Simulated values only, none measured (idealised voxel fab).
Herein follows the process module entitled voxel ribs on slabs.
The cross-section shown here is cut; it is 190 nm wide and divided into square cells measuring 5 nm on a side.
A cross-section in this document is a grid of square cells, and it is written down as bands, the top band listed before the ones below it; a band is made up of one or more rows of cells. Heights first: top, then bottom, in nm. Then materials, left to right, each with a width in nm. "throughout" on a single material: fills the band edge to edge. "blank": empty space. Height datum 0, below which the as-received substrate wafer is one material. Lowest band open at the bottom, running downward: "z 0 and below". The two numbers in a width such as "30..40" mark its ends across the band: the first belongs to the top row of cells, the second to the bottom row, and from each row to the next the width moves by the same amount. No cell of the cross-section changed in a step that is given as "left unchanged". "Closed internal voids": empty spaces of 8 cells or more with no open way to the top, each given as width x height at distance, distance from the left edge, all in nm. What comes after the settings on a step's line is commentary from the simulator itself on that step. "overlay nm" on a masked step: distance the mask lay right of its planned place, negative for left.
Steps in the process plan:
| 1 | RECEIVE,material Si |
| 2 | DIRECTIONAL_DEP,material SiO2,thk nm 20 |
| 3 | DIRECTIONAL_DEP,material SiN,thk nm 15 |
| 4 | DIRECTIONAL_DEP,material aC,thk nm 10 |
| 5 | PATTERN,tone cover,mask id RIB,material resist,width nm 20,thk nm 25,overlay nm 0 |
| 6 | DIRECTIONAL_ETCH,etch materials aC,depth nm 10 |
| 7 | STRIP,etch materials resist |
| 8 | DIRECTIONAL_ETCH,etch materials SiN,depth nm 10 |
| 9 | STRIP,etch materials aC |
| 10 | MASKED_ETCH,tone cover,mask id SLAB,width nm 50,etch materials SiN,depth nm 5,overlay nm 0 |
| 11 | FILL_DEP,material SiO2,thk nm 20 |
| 12 | CMP,height nm 45 |
| 13 | DIRECTIONAL_DEP,material TiN,thk nm 5 |
| 14 | MASKED_ETCH,tone cover,mask id HEATER,width nm 30,etch materials TiN,depth nm 5,overlay nm 0 |
| 15 | CONFORMAL_DEP,material SiO2,thk nm 5 |
Received-state cross-section, reflecting completion of step 1:
    z 0 and below  Si throughout
    Closed internal voids: none
Starting structure and process plan are as shown above, but one mistake was made in running the module; the wafer cross-section at the end of the module follows:
    z 55 to 50  blank (75), SiO2 (40), blank (75)
    z 50 to 45  SiO2 (80), TiN (30), SiO2 (80)
    z 45 to 35  SiO2 throughout
    z 35 to 25  SiO2 (85), SiN (20), SiO2 (85)
    z 25 to 20  SiO2 (65), SiN (60), SiO2 (65)
    z 20 to 0  SiO2 throughout
    z 0 and below  Si throughout
    Closed internal voids: none
The plan and the run diverged here: step 10 off recipe, ran as MASKED_ETCH,tone cover,mask id SLAB,width nm 60,etch materials SiN,depth nm 5,overlay nm 0
